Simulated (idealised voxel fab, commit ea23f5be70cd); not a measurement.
This is a process module. Its name is voxel capacitor over wiring.
Shown is cross-section cut, with a width of 160 nm and square cells of size 5 nm.
Cross-section format: a grid of square cells, given as bands from top to bottom; each band is one or more rows of cells. The band entry comprises the height of the band's top followed by the height of its bottom, expressed in nm, and subsequently the band's materials from left to right, each stated together with its width in nm. Where a single material is marked with the word "full width", that material fills the band from edge to edge. The word "empty" represents empty space. For the purposes of this specification, 0 denotes the height below which the wafer in its as-received condition is composed wholly of one material, and the lowermost band, lacking a lower limit, extends downward without end, as expressed in "0 and below". Width "30->40": first value at the band's top row of cells, second value at its bottom row, equal change from row to row. You'll sometimes find "identical to before" written for a step, and that's the way of saying that nowhere in the cross-section did a cell change during that step. "Catalogued sealed voids": sealed empty spaces, 8 cells or more, no open way to top, listed width x height at distance, with distance from the left edge and width, height and distance in nm. It should be noted that, on the line of a given step, the content following the step's settings is a remark produced by the simulator itself with respect to that step. For masked steps, "overlay nm" on the step line gives how far right of plan the mask actually lay; a minus sign means it lay to the left.
Steps in the process plan
1 RECEIVE: material Si
2 CONFORMAL_DEP: material SiO2, thk nm 10
3 DIRECTIONAL_DEP: material TiN, thk nm 5
4 DIRECTIONAL_DEP: material Ru, thk nm 20
5 DIRECTIONAL_DEP: material aC, thk nm 15
6 PATTERN: tone cover, mask id METAL_1, material resist, width nm 25, pitch nm 75, thk nm 35, overlay nm 0
7 DIRECTIONAL_ETCH: etch materials aC, depth nm 15
8 STRIP: etch materials resist
9 DIRECTIONAL_ETCH: etch materials Ru, depth nm 20
10 DIRECTIONAL_ETCH: etch materials TiN, depth nm 5
11 STRIP: etch materials aC
12 FILL_DEP: material lowk, thk nm 5
13 CMP: height nm 35
14 CONFORMAL_DEP: material SiCN, thk nm 5
15 DIRECTIONAL_DEP: material SiO2, thk nm 10
16 DIRECTIONAL_DEP: material aC, thk nm 10
17 PATTERN: tone open, mask id PLUG_1, material resist, width nm 15, thk nm 30, overlay nm 0
18 DIRECTIONAL_ETCH: etch materials aC, depth nm 10
19 STRIP: etch materials resist
20 DIRECTIONAL_ETCH: etch materials SiO2, depth nm 10
21 DIRECTIONAL_ETCH: etch materials SiCN, depth nm 5
22 STRIP: etch materials aC
23 CONFORMAL_DEP: material TiN, thk nm 5
24 FILL_DEP: material Ru, thk nm 5
25 CMP: height nm 50
26 DIRECTIONAL_DEP: material TiN, thk nm 10
27 DIRECTIONAL_DEP: material HfO2, thk nm 5
28 DIRECTIONAL_DEP: material TiN, thk nm 10
29 MASKED_ETCH: tone cover, mask id UPPER_PLATE, width nm 55, etch materials TiN, depth nm 10, overlay nm 0
30 MASKED_ETCH: tone cover, mask id UPPER_PLATE, width nm 55, etch materials HfO2, depth nm 5, overlay nm 0
31 PATTERN: tone cover, mask id LOWER_PLATE, material resist, width nm 65, thk nm 20, overlay nm 0
32 DIRECTIONAL_ETCH: etch materials TiN, depth nm 10
33 STRIP: etch materials resist
34 FILL_DEP: material SiO2, thk nm 20
35 CMP: height nm 90
36 PATTERN: tone open, mask id PLUG_2, material resist, width nm 15, thk nm 20, overlay nm 0
37 DIRECTIONAL_ETCH: etch materials SiO2, depth nm 15
38 STRIP: etch materials resist
39 CONFORMAL_DEP: material TiN, thk nm 5
40 FILL_DEP: material W, thk nm 5
41 CMP: height nm 90
42 CONFORMAL_DEP: material SiN, thk nm 5
Cross-section: wafer on arrival = after step 1
* 0 and below: Si full width
* Catalogued sealed voids: none
Looking at the first of two wafers in cross-section at end of module - ran to plan
* 95 down to 90: SiN full width
* 90 down to 80: 50 of SiO2, then 5 of TiN, then 5 of W, then 5 of TiN, then 95 of SiO2
* 80 down to 75: 50 of SiO2, then 15 of TiN, then 95 of SiO2
* 75 down to 65: 40 of SiO2, then 55 of TiN, then 65 of SiO2
* 65 down to 60: 40 of SiO2, then 55 of HfO2, then 65 of SiO2
* 60 down to 50: 35 of SiO2, then 65 of TiN, then 60 of SiO2
* 50 down to 40: 40 of SiO2, then 5 of TiN, then 5 of Ru, then 5 of TiN, then 105 of SiO2
* 40 down to 35: 40 of SiCN, then 15 of TiN, then 105 of SiCN
* 35 down to 15: 30 of lowk, then 25 of Ru, then 50 of lowk, then 25 of Ru, then 30 of lowk
* 15 down to 10: 30 of lowk, then 25 of TiN, then 50 of lowk, then 25 of TiN, then 30 of lowk
* 10 down to 0: SiO2 full width
* 0 and below: Si full width
* Catalogued sealed voids: none
The second wafer, shown in cross-section after the module: started the same way as the first and given the same plan, yet one mistake crept into how it was run
* 95 down to 90: SiN full width
* 90 down to 80: 50 of SiO2, then 5 of TiN, then 5 of W, then 5 of TiN, then 95 of SiO2
* 80 down to 75: 50 of SiO2, then 15 of TiN, then 95 of SiO2
* 75 down to 65: 40 of SiO2, then 55 of TiN, then 65 of SiO2
* 65 down to 60: 40 of SiO2, then 55 of HfO2, then 65 of SiO2
* 60 down to 50: 35 of SiO2, then 65 of TiN, then 60 of SiO2
* 50 down to 40: 40 of SiO2, then 5 of TiN, then 5 of Ru, then 5 of TiN, then 105 of SiO2
* 40 down to 35: 40 of SiCN, then 15 of TiN, then 105 of SiCN
* 35 down to 15: 30 of aC, then 25 of Ru, then 50 of aC, then 25 of Ru, then 30 of aC
* 15 down to 10: 30 of aC, then 25 of TiN, then 50 of aC, then 25 of TiN, then 30 of aC
* 10 down to 0: SiO2 full width
* 0 and below: Si full width
* Catalogued sealed voids: none
Want to know what went wrong? step 12 was processed under conditions differing from the plan, specifically as FILL_DEP: material aC, thk nm 5
Final tally in cells, some materials are higher or lower on the second wafer than on the first: aC +110, lowk -110
